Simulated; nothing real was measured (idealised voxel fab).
The name of this process module is voxel air gaps.
It is cross-section cut that appears here, measuring 225 nm in width, its square cells being 5 nm in size.
A cross-section is a grid of square cells, given in bands from the top down. A band is one or more rows of cells. What a band's entry tells you: where the top is and where the bottom is, as heights in nm, and after that what lies inside, material by material from left to right, each with its width in nm. Empty space is written as the word "blank", and a single material marked with the word "throughout" occupies the band from edge to edge. Ref level 0: as-received wafer is one material below here. Bottom band extends down with no lower bound ("0..down"). The width entry "30 to 40" should be interpreted row by row: the top row of cells in the band takes the first number, the bottom row takes the second number, and the change between adjacent rows is uniform throughout. Any step labelled "remained unchanged" changed none of the cells in the cross-section. "Cavities, closed" enumerates empty spaces isolated from the top, with no open way to it, that contain at least 8 cells, giving each as width x height at distance from the left edge, all three in nm. Read whatever lies past the settings on a step's line as the simulator's own remark about the step. For masked steps, "overlay nm" on the step line gives how far right of plan the mask actually lay; a minus sign means it lay to the left.

[Steps planned for the process]
1 RECEIVE (material Si)
2 CONFORMAL_DEP (material SiO2; thk nm 15)
3 CONFORMAL_DEP (material SiN; thk nm 5)
4 DIRECTIONAL_DEP (material lowk; thk nm 30)
5 DIRECTIONAL_DEP (material aC; thk nm 10)
6 PATTERN (tone open; mask id LINES; material resist; width nm 15; pitch nm 40; thk nm 25; overlay nm 0)
7 DIRECTIONAL_ETCH (etch materials aC; depth nm 10)
8 STRIP (etch materials resist)
9 DIRECTIONAL_ETCH (etch materials lowk; depth nm 30)
10 STRIP (etch materials aC)
11 CONFORMAL_DEP (material TiN; thk nm 5)
12 FILL_DEP (material W; thk nm 10)
13 CMP (height nm 50)
14 EPI (material Ru; thk nm 10)
15 SELECTIVE_ETCH (etch materials lowk; depth nm 40)
16 CONFORMAL_DEP (material SiCN; thk nm 5)

[The cross-section here shows the wafer as received, i.e. in its state after step 1]
- 0..down | Si throughout
- Cavities, closed: none

[Below is the wafer in cross-section after the module was completed. It began from the starting point shown above and followed the plan shown above, except that one mistake was made while running it]
- 65..60 | SiCN throughout
- 60..50 | Ru throughout
- 50..20 | W throughout
- 20..15 | SiN throughout
- 15..0 | SiO2 throughout
- 0..down | Si throughout
- Cavities, closed: none
So what did we get wrong on this run? for step 4, the planned setting was not used; the step was instead run as DIRECTIONAL_DEP (material W; thk nm 30)
